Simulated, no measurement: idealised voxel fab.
Process module name: voxel transistor to metal
It is cross-section cut that appears here, measuring 180 nm in width, its square cells being 5 nm in size.
Think of the cross-section as a grid of square cells. We describe it in bands, top to bottom, and each band covers one or more rows of those cells. Basically the band line says how high the top is and how high the bottom is, in nm, and then what's in it from left to right, every material with its width in nm. Empty space shows up as "blank", and if a single material carries "throughout" it runs the full band edge to edge. Convention: height 0 is the level below which the wafer, as received, is all one material. The lowest band does not terminate at the bottom but continues downward, represented as "from 0 down". So if you see something like "30..40" for the width, read it as the top row of the band sitting at the first number and the bottom row at the second, with every row in between moving by the same amount as the last. Step marked "nothing was modified"? Then no cell in the cross-section changed in it. "Enclosed internal cavities" - sealed voids, min. 8 cells, no opening to top; format: width x height at distance (distance from left edge; nm throughout). Note: text after step settings on the step line = simulator remark on that step. "overlay nm" answers the question of how far to the right of plan the mask lay on a step that has a mask, and when it is negative the answer is to the left.
-- The planned process steps are enumerated hereunder
1. RECEIVE with material Si
2. OXIDIZE with depth nm 5
3. CONFORMAL_DEP with material SiN, thk nm 10
4. MASKED_ETCH with tone cover, mask id ACTIVE, width nm 125, etch materials SiN, depth nm 10, overlay nm 0
5. MASKED_ETCH with tone cover, mask id ACTIVE, width nm 125, etch materials SiO2, depth nm 5, overlay nm 0
6. MASKED_ETCH with tone cover, mask id ACTIVE, width nm 125, etch materials Si, depth nm 20, overlay nm 0
7. OXIDIZE with depth nm 5
8. FILL_DEP with material SiO2, thk nm 15
9. CMP with height nm 10
10. SELECTIVE_ETCH with etch materials SiO2, depth nm 5
11. STRIP with etch materials SiN
12. SELECTIVE_ETCH with etch materials SiO2, depth nm 5
13. OXIDIZE with depth nm 5
14. DIRECTIONAL_DEP with material polySi, thk nm 25
15. DIRECTIONAL_DEP with material SiCN, thk nm 10
16. MASKED_ETCH with tone cover, mask id GATE, width nm 35, etch materials SiCN, depth nm 20, overlay nm 0
17. MASKED_ETCH with tone cover, mask id GATE, width nm 35, etch materials polySi, depth nm 35, overlay nm 0
18. CONFORMAL_DEP with material SiO2, thk nm 5
19. DIRECTIONAL_ETCH with etch materials SiO2, depth nm 5
20. CONFORMAL_DEP with material SiN, thk nm 5
21. DIRECTIONAL_ETCH with etch materials SiN, depth nm 5
22. DIRECTIONAL_ETCH with etch materials SiO2, depth nm 5
23. DIRECTIONAL_ETCH with etch materials Si, depth nm 10
24. EPI with material SiGe, thk nm 15
25. FILL_DEP with material SiO2, thk nm 10
26. CMP with height nm 20
27. STRIP with etch materials polySi
28. SELECTIVE_ETCH with etch materials SiO2, depth nm 5
29. CONFORMAL_DEP with material HfO2, thk nm 5
30. CONFORMAL_DEP with material TiN, thk nm 5
31. FILL_DEP with material W, thk nm 10
32. CMP with height nm 15
33. DIRECTIONAL_DEP with material SiO2, thk nm 15
34. MASKED_ETCH with tone open, mask id CONTACT, width nm 20, pitch nm 85, etch materials SiO2, depth nm 35, overlay nm 0
35. CONFORMAL_DEP with material TiN, thk nm 5
36. FILL_DEP with material Ru, thk nm 5
37. CMP with height nm 30
38. CONFORMAL_DEP with material SiN, thk nm 5
39. DIRECTIONAL_DEP with material lowk, thk nm 15
40. DIRECTIONAL_DEP with material aC, thk nm 15
41. PATTERN with tone open, mask id METAL_1, material resist, width nm 20, pitch nm 85, thk nm 35, overlay nm 0
42. DIRECTIONAL_ETCH with etch materials aC, depth nm 15
43. STRIP with etch materials resist
44. DIRECTIONAL_ETCH with etch materials lowk, depth nm 15
45. DIRECTIONAL_ETCH with etch materials SiN, depth nm 5
46. STRIP with etch materials aC
47. CONFORMAL_DEP with material TiN, thk nm 5
48. FILL_DEP with material Ru, thk nm 5
49. CMP with height nm 50
50. CONFORMAL_DEP with material SiCN, thk nm 5
Quick note for whoever runs this: the wafers start identical, but the thk nm at step 47 isn't the same across them. The plan just shows what the first wafer had.
-- first wafer as received, after step 1
from 0 down = Si throughout
Enclosed internal cavities: none
-- First of several wafers: cross-section at the end of the module, after step 50, its last step
from 55 to 50 = SiCN throughout
from 50 to 35 = lowk (35) / TiN (5) / Ru (10) / TiN (5) / lowk (65) / TiN (5) / Ru (10) / TiN (5) / lowk (40)
from 35 to 30 = SiN (35) / TiN (20) / SiN (65) / TiN (20) / SiN (40)
from 30 to 15 = SiO2 (35) / TiN (5) / Ru (10) / TiN (5) / SiO2 (65) / TiN (5) / Ru (10) / TiN (5) / SiO2 (40)
from 15 to 10 = SiO2 (35) / TiN (5) / Ru (10) / TiN (5) / SiO2 (5) / SiN (5) / HfO2 (5) / TiN (5) / W (25) / TiN (5) / HfO2 (5) / SiN (5) / SiO2 (5) / TiN (5) / Ru (10) / TiN (5) / SiO2 (40)
from 10 to 5 = SiO2 (35) / TiN (20) / SiO2 (5) / SiN (5) / HfO2 (5) / TiN (5) / W (25) / TiN (5) / HfO2 (5) / SiN (5) / SiO2 (5) / TiN (20) / SiO2 (40)
from 5 to 0 = SiO2 (35) / TiN (10) / SiGe (15) / SiN (5) / HfO2 (5) / TiN (5) / W (25) / TiN (5) / HfO2 (5) / SiN (5) / SiGe (15) / TiN (10) / SiO2 (40)
from 0 to -5 = SiO2 (25) / SiN (5) / SiO2 (5) / TiN (10) / SiGe (15) / SiN (5) / HfO2 (5) / TiN (35) / HfO2 (5) / SiN (5) / SiGe (15) / TiN (10) / SiO2 (5) / SiN (5) / SiO2 (30)
from -5 to -10 = SiO2 (30) / SiGe (30) / SiO2 (5) / HfO2 (45) / SiO2 (5) / SiGe (30) / SiO2 (35)
from -10 to -20 = SiO2 (30) / SiGe (30) / Si (55) / SiGe (30) / SiO2 (35)
from -20 to -30 = SiO2 (30) / Si (115) / SiO2 (35)
from -30 down = Si throughout
Enclosed internal cavities: none
-- Cross-section, module end, final of several wafers
from 55 to 50 = SiCN throughout
from 50 to 35 = lowk (35) / TiN (20) / lowk (65) / TiN (20) / lowk (40)
from 35 to 30 = SiN (35) / TiN (20) / SiN (65) / TiN (20) / SiN (40)
from 30 to 15 = SiO2 (35) / TiN (5) / Ru (10) / TiN (5) / SiO2 (65) / TiN (5) / Ru (10) / TiN (5) / SiO2 (40)
from 15 to 10 = SiO2 (35) / TiN (5) / Ru (10) / TiN (5) / SiO2 (5) / SiN (5) / HfO2 (5) / TiN (5) / W (25) / TiN (5) / HfO2 (5) / SiN (5) / SiO2 (5) / TiN (5) / Ru (10) / TiN (5) / SiO2 (40)
from 10 to 5 = SiO2 (35) / TiN (20) / SiO2 (5) / SiN (5) / HfO2 (5) / TiN (5) / W (25) / TiN (5) / HfO2 (5) / SiN (5) / SiO2 (5) / TiN (20) / SiO2 (40)
from 5 to 0 = SiO2 (35) / TiN (10) / SiGe (15) / SiN (5) / HfO2 (5) / TiN (5) / W (25) / TiN (5) / HfO2 (5) / SiN (5) / SiGe (15) / TiN (10) / SiO2 (40)
from 0 to -5 = SiO2 (25) / SiN (5) / SiO2 (5) / TiN (10) / SiGe (15) / SiN (5) / HfO2 (5) / TiN (35) / HfO2 (5) / SiN (5) / SiGe (15) / TiN (10) / SiO2 (5) / SiN (5) / SiO2 (30)
from -5 to -10 = SiO2 (30) / SiGe (30) / SiO2 (5) / HfO2 (45) / SiO2 (5) / SiGe (30) / SiO2 (35)
from -10 to -20 = SiO2 (30) / SiGe (30) / Si (55) / SiGe (30) / SiO2 (35)
from -20 to -30 = SiO2 (30) / Si (115) / SiO2 (35)
from -30 down = Si throughout
Enclosed internal cavities: none
-- Row per wafer, end-of-module: cell gain (+)/loss (-) by material since the wafer came in, then closed voids
thk nm 5; +17 HfO2; +28 Ru; -148 Si; +36 SiCN; +48 SiGe; +38 SiN; +213 SiO2; +65 TiN; +15 W; +84 lowk; Enclosed internal cavities: none
thk nm 10; +17 HfO2; +16 Ru; -148 Si; +36 SiCN; +48 SiGe; +38 SiN; +213 SiO2; +77 TiN; +15 W; +84 lowk; Enclosed internal cavities: none
thk nm 15; +17 HfO2; +16 Ru; -148 Si; +36 SiCN; +48 SiGe; +38 SiN; +213 SiO2; +77 TiN; +15 W; +84 lowk; Enclosed internal cavities: none
thk nm 20; +17 HfO2; +16 Ru; -148 Si; +36 SiCN; +48 SiGe; +38 SiN; +213 SiO2; +77 TiN; +15 W; +84 lowk; Enclosed internal cavities: none
